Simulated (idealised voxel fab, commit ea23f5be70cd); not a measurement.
process module | voxel gate over fins
cross-section cut | 165 nm wide | cells 5 nm
A cross-section is a grid of square cells, given in bands from the top down. A band is one or more rows of cells.
Each band's line starts with the height of the band's top and of its bottom, in nm. Then come its materials from left to right, each with its width in nm. One material with "throughout" fills the band from edge to edge. "air" is empty space.
Height 0 is the level under which the wafer as received is all one material. The lowest band goes on downwards, as in "0 down".
A width such as "30 to 40" changes by the same amount from each row of cells to the next, from the band's top row to its bottom row.
"no change" after a step means that no cell of the cross-section changed.
closed voids: empty space of 8 cells or more with no open way to the top, each as width x height at its distance from the left edge, in nm
after a step's settings: what the simulator itself notes on the step
overlay nm, on a step with a mask: how far to the right of its planned place the mask lay; to the left if negative
plan
1 op RECEIVE | material Si
2 op CONFORMAL_DEP | material SiN | thk nm 5
3 op MASKED_ETCH | tone cover | mask id FINS | width nm 15 | pitch nm 55 | etch materials SiN | depth nm 5 | overlay nm 0
4 op MASKED_ETCH | tone cover | mask id FINS | width nm 15 | pitch nm 55 | etch materials Si | depth nm 40 | overlay nm 0
5 op OXIDIZE | depth nm 5
6 op FILL_DEP | material SiO2 | thk nm 15
7 op CMP | height nm 5
8 op PATTERN | tone open | mask id RAIL | material resist | width nm 15 | thk nm 15 | overlay nm 0
9 op DIRECTIONAL_ETCH | etch materials SiO2 | depth nm 40
10 op STRIP | etch materials resist
11 op CONFORMAL_DEP | material TiN | thk nm 5
12 op FILL_DEP | material W | thk nm 5
13 op CMP | height nm 5
14 op SELECTIVE_ETCH | etch materials W Ru TiN | depth nm 25
15 op FILL_DEP | material SiO2 | thk nm 5
16 op CMP | height nm 5
17 op SELECTIVE_ETCH | etch materials SiO2 | depth nm 15
18 op STRIP | etch materials SiN
19 op CONFORMAL_DEP | material HfO2 | thk nm 5
20 op CONFORMAL_DEP | material TiN | thk nm 5
21 op CONFORMAL_DEP | material TiAl | thk nm 5
22 op CONFORMAL_DEP | material TiN | thk nm 5
23 op FILL_DEP | material W | thk nm 15
24 op CMP | height nm 30
25 op CONFORMAL_DEP | material SiN | thk nm 5
as received, after step 1
  0 down: Si throughout
  closed voids: none
a wafer at the end: this start, this plan, one mistake
  35 to 30: SiN throughout
  30 to 20: W throughout
  20 to 15: W 25 | TiN 110 | W 30
  15 to 10: W 25 | TiN 5 | TiAl 45 | TiN 10 | TiAl 45 | TiN 5 | W 30
  10 to 5: TiN 30 | TiAl 5 | TiN 35 | TiAl 5 | TiN 10 | TiAl 5 | TiN 35 | TiAl 5 | TiN 35
  5 to 0: TiAl 35 | TiN 5 | HfO2 25 | TiN 5 | TiAl 20 | TiN 5 | HfO2 25 | TiN 5 | TiAl 40
  0 to -5: TiN 40 | HfO2 5 | Si 15 | HfO2 5 | TiN 30 | HfO2 5 | Si 15 | HfO2 5 | TiN 45
  -5 to -10: HfO2 45 | Si 15 | HfO2 40 | Si 15 | HfO2 50
  -10 to -20: SiO2 45 | Si 15 | SiO2 40 | Si 15 | SiO2 50
  -20 to -30: SiO2 45 | Si 15 | SiO2 10 | TiN 5 | W 5 | TiN 5 | SiO2 15 | Si 15 | SiO2 50
  -30 to -35: SiO2 45 | Si 15 | SiO2 10 | TiN 15 | SiO2 15 | Si 15 | SiO2 50
  -35 to -45: SiO2 45 | Si 15 | SiO2 40 | Si 15 | SiO2 50
  -45 down: Si throughout
  closed voids: none
what went wrong: step 3 ran as: op MASKED_ETCH | tone cover | mask id FINS | width nm 25 | pitch nm 55 | etch materials SiN | depth nm 5 | overlay nm 0
